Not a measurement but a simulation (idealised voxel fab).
You're looking at the process module voxel released beams.
In the cross-section labelled cut, the width is 245 nm and each square cell is 5 nm.
Throughout this document, each cross-section is represented as a grid of square cells and is presented as a sequence of bands enumerated from the top downward, where a band comprises one or more rows of cells.
Heads up on the band format: heights come first, top then bottom, in nm. After that it's the materials left to right, each with its width in nm. A single material flagged "edge to edge" fills the whole band edge to edge, and "empty" means there's empty space there.
We count height from 0. Below that, the starting wafer is all one material. The lowest band never ends at the bottom but goes on down; see "0 nm and below" for how that is written.
Width "30->40": first value at the band's top row of cells, second value at its bottom row, equal change from row to row.
The designation "nothing altered", where it is given for a processing step, indicates that no cell of the cross-section was altered in the course of that step.
Enclosed void list: empty space of 8 cells or more with no open way to the top, each as width x height at its distance from the left edge, in nm
On each step's line, the part that comes after the settings is the simulator's own comment on the step.
overlay nm: right-of-plan distance of the mask on a masked step; negative values mean left-of-plan.
Listed below are the process steps as planned
- 1: RECEIVE (material Si)
- 2: CONFORMAL_DEP (material SiN; thk nm 10)
- 3: DIRECTIONAL_DEP (material SiO2; thk nm 15)
- 4: MASKED_ETCH (tone open; mask id ANCHOR; width nm 35; etch materials SiO2; depth nm 15; overlay nm 0)
- 5: CONFORMAL_DEP (material W; thk nm 10)
- 6: MASKED_ETCH (tone cover; mask id BEAM; width nm 85; etch materials W; depth nm 10; overlay nm 0)
- 7: STRIP (etch materials SiO2)
The following pertains to the first of two wafers, which was processed as planned
Cross-sectional view of the wafer in its as-received condition, corresponding to the state after step 1
0 nm and below: Si edge to edge
Enclosed void list: none
You're looking at a cross-section of the wafer after step 2
10 nm to 0 nm: SiN edge to edge
All layers under 0 are left as they were.
You're looking at a cross-section of the wafer after step 3
25 nm to 10 nm: SiO2 edge to edge
All layers under 10 are left as they were.
You're looking at a cross-section of the wafer after step 4
25 nm to 10 nm: SiO2 (80) | empty (35) | SiO2 (130)
All layers under 10 are left as they were.
You're looking at a cross-section of the wafer after step 5
35 nm to 25 nm: W (90) | empty (15) | W (140)
25 nm to 20 nm: SiO2 (80) | W (10) | empty (15) | W (10) | SiO2 (130)
20 nm to 10 nm: SiO2 (80) | W (35) | SiO2 (130)
All layers under 10 are left as they were.
You're looking at a cross-section of the wafer after step 6
35 nm to 25 nm: empty (75) | W (15) | empty (15) | W (55) | empty (85)
All layers under 25 are left as they were.
You're looking at a cross-section of the wafer after step 7
35 nm to 25 nm: empty (75) | W (15) | empty (15) | W (55) | empty (85)
25 nm to 20 nm: empty (80) | W (10) | empty (15) | W (10) | empty (130)
20 nm to 10 nm: empty (80) | W (35) | empty (130)
All layers under 10 are left as they were.
Wafer two: like wafer one in start and plan, but with one mistake in execution; identical up to and including step 2
Second wafer, section view, time point: scheduled end of step 3
15 nm to 10 nm: SiO2 edge to edge
All layers under 10 are left as they were.
Second wafer, section view, time point: scheduled end of step 4
15 nm to 10 nm: SiO2 (80) | empty (35) | SiO2 (130)
All layers under 10 are left as they were.
Second wafer, section view, time point: scheduled end of step 5
25 nm to 20 nm: W (90) | empty (15) | W (140)
20 nm to 15 nm: W edge to edge
15 nm to 10 nm: SiO2 (80) | W (35) | SiO2 (130)
All layers under 10 are left as they were.
Second wafer, section view, time point: scheduled end of step 6
25 nm to 20 nm: empty (75) | W (15) | empty (15) | W (55) | empty (85)
20 nm to 15 nm: empty (75) | W (85) | empty (85)
All layers under 15 are left as they were.
Second wafer, section view, time point: scheduled end of step 7
25 nm to 20 nm: empty (75) | W (15) | empty (15) | W (55) | empty (85)
20 nm to 10 nm: empty (75->80) | W (85->35) | empty (85->130)
All layers under 10 are left as they were.
Run error: step 3 ran with different settings than intended, the actual operation and settings being DIRECTIONAL_DEP (material SiO2; thk nm 5)
Final tally in cells, some materials are higher or lower on the second wafer than on the first: W -8
